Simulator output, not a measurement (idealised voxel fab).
Process module heading - voxel released beams
Section shown: cut. Width: 240 nm. Cell size: 5 nm, square.
Format of a cross-section: grid, square cells. Given as bands. Order: top down. Band: one or more rows of cells.
In this notation a band is specified by the heights of its top and bottom, in that order and in nm, after which its materials appear from left to right, each paired with its width in nm. The word "all across" attached to a single material means that material fills the band from edge to edge; the word "blank" stands for empty space.
Height is counted from the level 0, under which the received wafer is composed throughout of one material. The lowest of the bands is not closed at the bottom but continues downward, in the notation "z 0 and below".
A two-number width, for instance "30 to 40", indicates that the width is equal to the first number in the top row of the band and to the second number in the bottom row, and that it changes by a constant amount per row of cells.
Given "nothing different" for a step, no cell of the cross-section differs between before and after that step.
"Enclosed void list" lists enclosed empty spaces (at least 8 cells, no open path upward to the top), each as width x height at distance from the left edge, in nm.
That trailing text on a step's line, after the settings, is the simulator's own remark on the step.
The "overlay nm" setting may appear on a step's line; for a step that uses a mask, it gives how far to the right of its planned position the mask lay, and a negative value indicates the left.
THE PROCESS STEPS THAT WERE PLANNED ARE LISTED BELOW
- 1: RECEIVE,material Si
- 2: CONFORMAL_DEP,material SiN,thk nm 5
- 3: DIRECTIONAL_DEP,material SiO2,thk nm 15
- 4: PATTERN,tone open,mask id ANCHOR,material resist,width nm 40,thk nm 15,overlay nm 0
- 5: DIRECTIONAL_ETCH,etch materials SiO2,depth nm 15
- 6: STRIP,etch materials resist
- 7: CONFORMAL_DEP,material TiN,thk nm 15
- 8: MASKED_ETCH,tone cover,mask id BEAM,width nm 85,etch materials TiN,depth nm 15,overlay nm 0
- 9: STRIP,etch materials SiO2
INCOMING WAFER IN CROSS-SECTION (STATE: AFTER STEP 1)
* z 0 and below | Si all across
* Enclosed void list: none
LOOKING AT THE FIRST OF TWO WAFERS IN CROSS-SECTION AT END OF MODULE - RAN TO PLAN
* z 35 to 20 | blank: 75, then TiN: 20, then blank: 10, then TiN: 55, then blank: 80
* z 20 to 5 | blank: 80, then TiN: 40, then blank: 120
* z 5 to 0 | SiN all across
* z 0 and below | Si all across
* Enclosed void list: none
SECOND OF TWO WAFERS, MODULE COMPLETE, SECTIONED: IT SHARES THE FIRST WAFER'S START AND PLAN BUT WAS RUN WITH ONE MISTAKE
* z 35 to 20 | blank: 70, then TiN: 25, then blank: 10, then TiN: 60, then blank: 75
* z 20 to 5 | blank: 80, then TiN: 40, then blank: 120
* z 5 to 0 | SiN all across
* z 0 and below | Si all across
* Enclosed void list: none
Deviation noted in wafer processing: rather than as planned, step 8 actually ran as MASKED_ETCH,tone cover,mask id BEAM,width nm 95,etch materials TiN,depth nm 15,overlay nm 0
It is noted that, at the conclusion of processing, the second wafer exhibits a higher or lower cell count for certain materials relative to the first: +6 TiN
